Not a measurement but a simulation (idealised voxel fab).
The following is a process module called voxel local oxidation.
The width of the displayed cross-section, cut, is 175 nm; its cells are square, with a size of 5 nm.
For the purposes of this document, a cross-section shall be understood as a grid of square cells, specified as bands listed in top-to-bottom order, each band consisting of one or more rows of cells. Heads up on the band format: heights come first, top then bottom, in nm. After that it's the materials left to right, each with its width in nm. A single material flagged "everywhere" fills the whole band edge to edge, and "blank" means there's empty space there. The level at which height equals 0 is the one under which the wafer, as it arrives, is entirely one material. No lower edge exists for the bottom band, which continues downward and is notated as in "0 nm and below". Graded width ("30..40"): value in top row of band = first number; value in bottom row = second number; row-to-row change constant. Step note "everything unchanged" = no cross-section cell changed. Any empty space of 8 cells or more lacking an open way to the top shows up in "Sealed void inventory" as width x height at distance, distance from the left edge, in nm. Heads up: the bit after the settings on a step's line is the simulator's remark on that step. On any step carrying a mask, the "overlay nm" setting, if present on the step's line, tells how far right of its planned place the mask lay; negative values point to the left.

## plan
1,RECEIVE [material Si]
2,OXIDIZE [depth nm 5]
3,CONFORMAL_DEP [material SiN] [thk nm 15]
4,PATTERN [tone cover] [mask id ACTIVE] [material resist] [width nm 100] [thk nm 15] [overlay nm 0]
5,DIRECTIONAL_ETCH [etch materials SiN] [depth nm 15]
6,STRIP [etch materials resist]
7,SELECTIVE_ETCH [etch materials SiO2] [depth nm 5]
8,OXIDIZE [depth nm 10]
9,STRIP [etch materials SiN]

## Cross-sectional view of the wafer in its as-received condition, corresponding to the state after step 1
0 nm and below | Si everywhere
Sealed void inventory: none

## Cross-section: first of two wafers, module finished, run according to plan
0 nm to -5 nm | 40 blank / 90 SiO2 / 45 blank
-5 nm to -15 nm | 50 SiO2 / 70 Si / 55 SiO2
-15 nm and below | Si everywhere
Sealed void inventory: none

## Second wafer of the two, sectioned at the end of the module. It began like the first and followed the same plan, but one mistake was made while running it
0 nm to -5 nm | 30 SiO2 / 110 blank / 35 SiO2
-5 nm to -15 nm | 20 Si / 130 SiO2 / 25 Si
-15 nm and below | Si everywhere
Sealed void inventory: none
It is concluded that the wafer was processed incorrectly with respect to the plan, in that in deviation from the planned setting, step 4 was conducted as PATTERN [tone open] [mask id ACTIVE] [material resist] [width nm 100] [thk nm 15] [overlay nm 0]
at the end the second wafer has, in cells: 10 fewer of Si; 5 more of SiO2
